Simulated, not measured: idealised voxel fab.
Process module heading - voxel ribs on slabs
Square cell edge 5 nm, section width 175 nm, ID cut.
Format of a cross-section: grid, square cells. Given as bands. Order: top down. Band: one or more rows of cells. Band entry format. Leading values: height of top, height of bottom, nm. Remainder: materials in left-to-right order, each with its width in nm. Special words: "full width" on a single material, which then fills the band edge to edge; "air", empty space. Heights from 0 (as-received wafer is one material below). Bottom band endless downward, as "0 -> down". Graded width ("30->40"): value in top row of band = first number; value in bottom row = second number; row-to-row change constant. "stayed the same" means the step left every cell of the cross-section as it was. Empty spaces counting at least 8 cells and having no open way to the top are listed in "Cavities, sealed". The notation width x height at distance is used for each, the distance being from the left edge and all three values in nm. On a step's line, text after the settings is the simulator commenting on that step. The "overlay nm" setting may appear on a step's line; for a step that uses a mask, it gives how far to the right of its planned position the mask lay, and a negative value indicates the left.

Planned process steps
| 1 | RECEIVE,material Si |
| 2 | DIRECTIONAL_DEP,material SiO2,thk nm 20 |
| 3 | DIRECTIONAL_DEP,material polySi,thk nm 20 |
| 4 | PATTERN,tone cover,mask id RIB,material resist,width nm 20,thk nm 20,overlay nm 0 |
| 5 | DIRECTIONAL_ETCH,etch materials polySi,depth nm 10 |
| 6 | STRIP,etch materials resist |
| 7 | MASKED_ETCH,tone cover,mask id SLAB,width nm 50,etch materials polySi,depth nm 10,overlay nm 0 |
| 8 | FILL_DEP,material SiO2,thk nm 25 |
| 9 | CMP,height nm 60 |
| 10 | DIRECTIONAL_DEP,material TiN,thk nm 5 |
| 11 | MASKED_ETCH,tone cover,mask id HEATER,width nm 30,etch materials TiN,depth nm 5,overlay nm -15 |
| 12 | CONFORMAL_DEP,material SiN,thk nm 5 |
The wafers in this document start out alike and differ in the overlay nm applied at step 11; the plan shows the value used for the first wafer.

Cross-sectional view of the first of several wafers in the as-received condition, corresponding to the state following step 1
* 0 -> down | Si full width
* Cavities, sealed: none

Where each wafer stands at the end of the module, a row apiece: cells of each material gained (+) or lost (-) since it was received, then closed voids
overlay nm -15 | +37 SiN | +392 SiO2 | +6 TiN | +28 polySi | Cavities, sealed: none
overlay nm -10 | +37 SiN | +392 SiO2 | +6 TiN | +28 polySi | Cavities, sealed: none
overlay nm -5 | +37 SiN | +392 SiO2 | +6 TiN | +28 polySi | Cavities, sealed: none
overlay nm 0 | +37 SiN | +392 SiO2 | +6 TiN | +28 polySi | Cavities, sealed: none
overlay nm 5 | +37 SiN | +392 SiO2 | +6 TiN | +28 polySi | Cavities, sealed: none
overlay nm 10 | +37 SiN | +392 SiO2 | +6 TiN | +28 polySi | Cavities, sealed: none
overlay nm 15 | +37 SiN | +392 SiO2 | +6 TiN | +28 polySi | Cavities, sealed: none
